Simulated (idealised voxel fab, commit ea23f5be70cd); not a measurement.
The following process module bears the name voxel trench capacitor.
FYI the section here is cut, 230 nm wide, cells are 5 nm squares.
A cross-section is a grid of square cells, given in bands from the top down. A band is one or more rows of cells. What a band's entry tells you: where the top is and where the bottom is, as heights in nm, and after that what lies inside, material by material from left to right, each with its width in nm. Empty space is written as the word "air", and a single material marked with the word "all across" occupies the band from edge to edge. Height is counted from the level 0, under which the received wafer is composed throughout of one material. The lowest of the bands is not closed at the bottom but continues downward, in the notation "0 -> down". Read "30->40" as a graded width: first number on top, second number at the bottom, same change between each pair of neighbouring rows. The designation "nothing altered", where it is given for a processing step, indicates that no cell of the cross-section was altered in the course of that step. The list in "Entrapped voids" covers empty spaces of 8 cells or more that cannot reach the top through any open way, and it gives each as width x height at distance; the distance is from the left edge, and width, height and distance are in nm. If you see something after the settings on a step's line, that's the simulator's own remark about that step. On any step carrying a mask, the "overlay nm" setting, if present on the step's line, tells how far right of its planned place the mask lay; negative values point to the left.

So here's the lineup of process steps we planned
1. RECEIVE | material Si
2. CONFORMAL_DEP | material SiN | thk nm 10
3. MASKED_ETCH | tone open | mask id TRENCH | width nm 20 | pitch nm 45 | etch materials SiN | depth nm 10 | overlay nm 0
4. MASKED_ETCH | tone open | mask id TRENCH | width nm 20 | pitch nm 45 | etch materials Si | depth nm 25 | overlay nm 0
5. CONFORMAL_DEP | material SiO2 | thk nm 5
6. FILL_DEP | material polySi | thk nm 10
7. CMP | height nm 10

Cross-section of the wafer at receipt, which is the condition after step 1
- 0 -> down = Si all across
- Entrapped voids: none

Wafer cross-section at module end: first of two, run to plan
- 10 -> 0 = 60 of SiN / 5 of SiO2 / 10 of polySi / 5 of SiO2 / 25 of SiN / 5 of SiO2 / 10 of polySi / 5 of SiO2 / 25 of SiN / 5 of SiO2 / 10 of polySi / 5 of SiO2 / 60 of SiN
- 0 -> -20 = 60 of Si / 5 of SiO2 / 10 of polySi / 5 of SiO2 / 25 of Si / 5 of SiO2 / 10 of polySi / 5 of SiO2 / 25 of Si / 5 of SiO2 / 10 of polySi / 5 of SiO2 / 60 of Si
- -20 -> -25 = 60 of Si / 20 of SiO2 / 25 of Si / 20 of SiO2 / 25 of Si / 20 of SiO2 / 60 of Si
- -25 -> down = Si all across
- Entrapped voids: none

Cross-sectional view: second of two wafers, end of module; start and plan identical to the first, one mistake in running
- 20 -> 15 = polySi all across
- 15 -> 10 = 65 of SiO2 / 10 of polySi / 35 of SiO2 / 10 of polySi / 35 of SiO2 / 10 of polySi / 65 of SiO2
- 10 -> 0 = 60 of SiN / 5 of SiO2 / 10 of polySi / 5 of SiO2 / 25 of SiN / 5 of SiO2 / 10 of polySi / 5 of SiO2 / 25 of SiN / 5 of SiO2 / 10 of polySi / 5 of SiO2 / 60 of SiN
- 0 -> -20 = 60 of Si / 5 of SiO2 / 10 of polySi / 5 of SiO2 / 25 of Si / 5 of SiO2 / 10 of polySi / 5 of SiO2 / 25 of Si / 5 of SiO2 / 10 of polySi / 5 of SiO2 / 60 of Si
- -20 -> -25 = 60 of Si / 20 of SiO2 / 25 of Si / 20 of SiO2 / 25 of Si / 20 of SiO2 / 60 of Si
- -25 -> down = Si all across
- Entrapped voids: none
Want to know what went wrong? so step 7 ended up running with a different setting than we planned, it ran as CMP | height nm 20
Final cells, second wafer relative to first, materials higher or lower: 40 more of SiO2 | 52 more of polySi
